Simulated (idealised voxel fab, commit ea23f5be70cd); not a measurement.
process module | voxel lift off
cross-section cut | 195 nm wide | cells 5 nm
A cross-section is a grid of square cells, given in bands from the top down. A band is one or more rows of cells.
Each band's line starts with the height of the band's top and of its bottom, in nm. Then come its materials from left to right, each with its width in nm. One material with "throughout" fills the band from edge to edge. "air" is empty space.
Height 0 is the level under which the wafer as received is all one material. The lowest band goes on downwards, as in "0 down".
A width such as "30 to 40" changes by the same amount from each row of cells to the next, from the band's top row to its bottom row.
"no change" after a step means that no cell of the cross-section changed.
closed voids: empty space of 8 cells or more with no open way to the top, each as width x height at its distance from the left edge, in nm
after a step's settings: what the simulator itself notes on the step
overlay nm, on a step with a mask: how far to the right of its planned place the mask lay; to the left if negative
plan
1 op RECEIVE | material Si
2 op CONFORMAL_DEP | material Al2O3 | thk nm 5
3 op PATTERN | tone open | mask id LINES | material resist | width nm 25 | pitch nm 50 | thk nm 30 | overlay nm 0
4 op DIRECTIONAL_DEP | material Ru | thk nm 15
5 op STRIP | etch materials resist
6 op CONFORMAL_DEP | material SiN | thk nm 10
as received, after step 1
  0 down: Si throughout
  closed voids: none
first wafer at the end, as planned
  30 to 20: air 25 | SiN 45 | air 5 | SiN 45 | air 5 | SiN 45 | air 25
  20 to 15: air 25 | SiN 10 | Ru 25 | SiN 10 | air 5 | SiN 10 | Ru 25 | SiN 10 | air 5 | SiN 10 | Ru 25 | SiN 10 | air 25
  15 to 5: SiN 35 | Ru 25 | SiN 25 | Ru 25 | SiN 25 | Ru 25 | SiN 35
  5 to 0: Al2O3 throughout
  0 down: Si throughout
  closed voids: none
second wafer at the end: like start, like plan, one mistake
  30 to 20: SiN 45 | air 5 | SiN 45 | air 5 | SiN 45 | air 5 | SiN 45
  20 to 15: Ru 35 | SiN 10 | air 5 | SiN 10 | Ru 25 | SiN 10 | air 5 | SiN 10 | Ru 25 | SiN 10 | air 5 | SiN 10 | Ru 35
  15 to 5: Ru 35 | SiN 25 | Ru 25 | SiN 25 | Ru 25 | SiN 25 | Ru 35
  5 to 0: Al2O3 throughout
  0 down: Si throughout
  closed voids: none
what went wrong: step 3 ran as: op PATTERN | tone cover | mask id LINES | material resist | width nm 25 | pitch nm 50 | thk nm 30 | overlay nm 0
at the end the second wafer has, in cells: 27 more of Ru
